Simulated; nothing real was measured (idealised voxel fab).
Name of the process module below: voxel trench capacitor
145 nm wide, 5 nm square cells: that's cross-section cut.
In what follows, cross-sections appear as grids of square cells, described through bands that run from the top down, where every band is one or more rows of cells.
It is stipulated that each band's entry specify, in nanometres, the height of the top of the band and then that of its bottom, followed by the materials of the band in left-to-right sequence, each together with its width in nanometres. A single material marked by the word "full width" is understood to fill the band from edge to edge; the word "air" is understood to denote empty space.
For the purposes of this specification, 0 denotes the height below which the wafer in its as-received condition is composed wholly of one material, and the lowermost band, lacking a lower limit, extends downward without end, as expressed in "0 -> down".
Note: "30->40" means the width goes from the first number (top row of the band) to the second number (bottom row) in equal steps per row of cells.
"changes: none" -> step changed no cross-section cell.
Empty spaces without an open route to the top, at least 8 cells in extent, make up the entry "Closed void list"; each is given as width x height at distance, where the distance is measured from the left edge, and all are in nm.
Anything after a step's settings on that line? It's the simulator's own note about the step.
overlay nm: right-of-plan distance of the mask on a masked step; negative values mean left-of-plan.

## Planned process steps
step 1: RECEIVE (material Si)
step 2: CONFORMAL_DEP (material SiN; thk nm 10)
step 3: MASKED_ETCH (tone open; mask id TRENCH; width nm 30; pitch nm 45; etch materials SiN; depth nm 10; overlay nm 0)
step 4: MASKED_ETCH (tone open; mask id TRENCH; width nm 30; pitch nm 45; etch materials Si; depth nm 40; overlay nm 0)
step 5: CONFORMAL_DEP (material HfO2; thk nm 5)
step 6: CONFORMAL_DEP (material TiN; thk nm 5)
step 7: FILL_DEP (material W; thk nm 10)
step 8: CMP (height nm 10)

## Incoming wafer, cross-sectional view, post step 1
> 0 -> down  Si full width
> Closed void list: none

## First of two wafers, end-of-module section, run followed plan
> 10 -> 0  35 nm SiN  5 nm HfO2  5 nm TiN  10 nm W  5 nm TiN  5 nm HfO2  15 nm SiN  5 nm HfO2  5 nm TiN  10 nm W  5 nm TiN  5 nm HfO2  35 nm SiN
> 0 -> -30  35 nm Si  5 nm HfO2  5 nm TiN  10 nm W  5 nm TiN  5 nm HfO2  15 nm Si  5 nm HfO2  5 nm TiN  10 nm W  5 nm TiN  5 nm HfO2  35 nm Si
> -30 -> -35  35 nm Si  5 nm HfO2  20 nm TiN  5 nm HfO2  15 nm Si  5 nm HfO2  20 nm TiN  5 nm HfO2  35 nm Si
> -35 -> -40  35 nm Si  30 nm HfO2  15 nm Si  30 nm HfO2  35 nm Si
> -40 -> down  Si full width
> Closed void list: none

## Wafer two, end of module, cross-section. Same start, same plan as wafer one. One mistake in the run
> 10 -> 0  35 nm SiN  10 nm TiN  10 nm W  10 nm TiN  15 nm SiN  10 nm TiN  10 nm W  10 nm TiN  35 nm SiN
> 0 -> -30  35 nm Si  10 nm TiN  10 nm W  10 nm TiN  15 nm Si  10 nm TiN  10 nm W  10 nm TiN  35 nm Si
> -30 -> -40  35 nm Si  30 nm TiN  15 nm Si  30 nm TiN  35 nm Si
> -40 -> down  Si full width
> Closed void list: none
Misprocessing identified: contrary to plan, step 5 was performed as CONFORMAL_DEP (material TiN; thk nm 5)
Wrapping up, a cell-based count of both wafers puts the second over or under the first for these materials: HfO2 -48; TiN +48
